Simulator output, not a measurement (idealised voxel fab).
voxel transistor to metal: a process module
Cross-sectional view cut (width: 180 nm; square cell size: 5 nm).
The cross-sections in this document take the form of a grid made of square cells. They are written out as bands, in order from top to bottom. Each band consists of one or more rows of cells. Per band: top height and bottom height in nm, followed by the left-to-right materials and their widths in nm; "throughout" marks a single material spanning edge to edge, "air" marks empty space. Below 0: as-received wafer, all one material; heights counted from there. Lowest band: no bottom, goes on down, written "z 0 and below". It should be noted that a width expressed as "30 to 40" varies in equal increments from row to row of cells within the band, taking the value of the first number at the top row and that of the second number at the bottom row. "no alteration" means the step left every cell of the cross-section as it was. "Voids, fully enclosed" means: voids of 8 cells or more that are shut off from the top with no open way through. Written width x height at distance, distance from the left edge, in nm. Formally, on a step line, whatever follows the settings is a remark that the simulator itself makes on the step. Among the settings permitted on a step's line is "overlay nm"; applied to a step with a mask, it specifies the extent to which the mask lay to the right of its planned position, whereas a negative figure signifies a position to the left.

Process steps - plan:
1 RECEIVE: material Si
2 CONFORMAL_DEP: material SiO2, thk nm 5
3 CONFORMAL_DEP: material SiN, thk nm 10
4 PATTERN: tone cover, mask id ACTIVE, material resist, width nm 105, thk nm 20, overlay nm 0
5 DIRECTIONAL_ETCH: etch materials SiN, depth nm 10
6 DIRECTIONAL_ETCH: etch materials SiO2, depth nm 5
7 DIRECTIONAL_ETCH: etch materials Si, depth nm 35
8 STRIP: etch materials resist
9 OXIDIZE: depth nm 5
10 FILL_DEP: material SiO2, thk nm 5
11 CMP: height nm 15
12 SELECTIVE_ETCH: etch materials SiO2, depth nm 10
13 STRIP: etch materials SiN
14 SELECTIVE_ETCH: etch materials SiO2, depth nm 5
15 OXIDIZE: depth nm 5
16 DIRECTIONAL_DEP: material polySi, thk nm 20
17 DIRECTIONAL_DEP: material SiCN, thk nm 10
18 PATTERN: tone cover, mask id GATE, material resist, width nm 25, thk nm 20, overlay nm 0
19 DIRECTIONAL_ETCH: etch materials SiCN, depth nm 20
20 DIRECTIONAL_ETCH: etch materials polySi, depth nm 30
21 STRIP: etch materials resist
22 CONFORMAL_DEP: material SiN, thk nm 10
23 DIRECTIONAL_ETCH: etch materials SiN, depth nm 10
24 DIRECTIONAL_ETCH: etch materials SiO2, depth nm 5
25 DIRECTIONAL_ETCH: etch materials Si, depth nm 15
26 EPI: material pSi, thk nm 15
27 FILL_DEP: material SiO2, thk nm 5
28 CMP: height nm 20
29 STRIP: etch materials polySi
30 SELECTIVE_ETCH: etch materials SiO2, depth nm 5
31 CONFORMAL_DEP: material HfO2, thk nm 5
32 CONFORMAL_DEP: material TiN, thk nm 5
33 FILL_DEP: material W, thk nm 5
34 CMP: height nm 15
35 DIRECTIONAL_DEP: material SiO2, thk nm 15
36 DIRECTIONAL_DEP: material aC, thk nm 10
37 PATTERN: tone open, mask id CONTACT, material resist, width nm 15, pitch nm 70, thk nm 30, overlay nm 0
38 DIRECTIONAL_ETCH: etch materials aC, depth nm 10
39 STRIP: etch materials resist
40 DIRECTIONAL_ETCH: etch materials SiO2, depth nm 35
41 STRIP: etch materials aC
42 CONFORMAL_DEP: material TiN, thk nm 5
43 FILL_DEP: material W, thk nm 10
44 CMP: height nm 30
45 CONFORMAL_DEP: material SiCN, thk nm 5
46 DIRECTIONAL_DEP: material SiO2, thk nm 15
47 DIRECTIONAL_DEP: material aC, thk nm 15
48 PATTERN: tone open, mask id METAL_1, material resist, width nm 15, pitch nm 70, thk nm 30, overlay nm 0
49 DIRECTIONAL_ETCH: etch materials aC, depth nm 15
50 STRIP: etch materials resist
51 DIRECTIONAL_ETCH: etch materials SiO2, depth nm 15
52 DIRECTIONAL_ETCH: etch materials SiCN, depth nm 5
53 STRIP: etch materials aC
54 CONFORMAL_DEP: material TiN, thk nm 5
55 FILL_DEP: material Cu, thk nm 10
56 CMP: height nm 50
57 CONFORMAL_DEP: material SiCN, thk nm 5
58 DIRECTIONAL_DEP: material SiO2, thk nm 30
59 DIRECTIONAL_DEP: material aC, thk nm 15
60 PATTERN: tone open, mask id METAL_2, material resist, width nm 15, pitch nm 70, thk nm 35, overlay nm 0
61 DIRECTIONAL_ETCH: etch materials aC, depth nm 15
62 STRIP: etch materials resist
63 DIRECTIONAL_ETCH: etch materials SiO2, depth nm 20
64 STRIP: etch materials aC
65 DIRECTIONAL_DEP: material aC, thk nm 15
66 PATTERN: tone open, mask id METAL_2_HOLES, material resist, width nm 15, pitch nm 70, thk nm 35, overlay nm 0
67 DIRECTIONAL_ETCH: etch materials aC, depth nm 15
68 STRIP: etch materials resist
69 DIRECTIONAL_ETCH: etch materials SiO2, depth nm 10
70 DIRECTIONAL_ETCH: etch materials SiCN, depth nm 5
71 STRIP: etch materials aC
72 CONFORMAL_DEP: material TiN, thk nm 5
73 FILL_DEP: material Cu, thk nm 10
74 CMP: height nm 85
75 CONFORMAL_DEP: material SiN, thk nm 5

Received-state cross-section, reflecting completion of step 1:
    z 0 and below  Si throughout
    Voids, fully enclosed: none

Post-module cross-section: identical start and plan to those above, one misstep in execution:
    z 90 to 85  SiN throughout
    z 85 to 55  SiO2 (45) | TiN (5) | Cu (5) | TiN (5) | SiO2 (55) | TiN (5) | Cu (5) | TiN (5) | SiO2 (50)
    z 55 to 50  SiCN (45) | TiN (15) | SiCN (55) | TiN (15) | SiCN (50)
    z 50 to 35  SiO2 (45) | TiN (5) | Cu (5) | TiN (5) | SiO2 (55) | TiN (5) | Cu (5) | TiN (5) | SiO2 (50)
    z 35 to 30  SiCN (45) | TiN (15) | SiCN (55) | TiN (15) | SiCN (50)
    z 30 to 20  SiO2 (45) | TiN (5) | W (5) | TiN (5) | SiO2 (55) | TiN (5) | W (5) | TiN (5) | SiO2 (50)
    z 20 to 15  SiO2 (45) | TiN (15) | SiO2 (55) | TiN (15) | SiO2 (50)
    z 15 to 5  SiO2 (35 to 25) | pSi (30 to 40) | SiN (10) | HfO2 (5) | TiN (5) | W (5) | TiN (5) | HfO2 (5) | SiN (10) | pSi (30 to 40) | SiO2 (40 to 30)
    z 5 to 0  SiO2 (25) | pSi (40) | SiN (10) | HfO2 (5) | TiN (15) | HfO2 (5) | SiN (10) | pSi (40) | SiO2 (30)
    z 0 to -5  SiO2 (25) | pSi (40) | SiO2 (5) | HfO2 (35) | SiO2 (5) | pSi (40) | SiO2 (30)
    z -5 to -20  SiO2 (40) | pSi (25) | Si (45) | pSi (25) | SiO2 (45)
    z -20 to -40  SiO2 (40) | Si (95) | SiO2 (45)
    z -40 and below  Si throughout
    Voids, fully enclosed: none
So what did we get wrong on this run? it should be noted that step 26 of the plan was executed twice
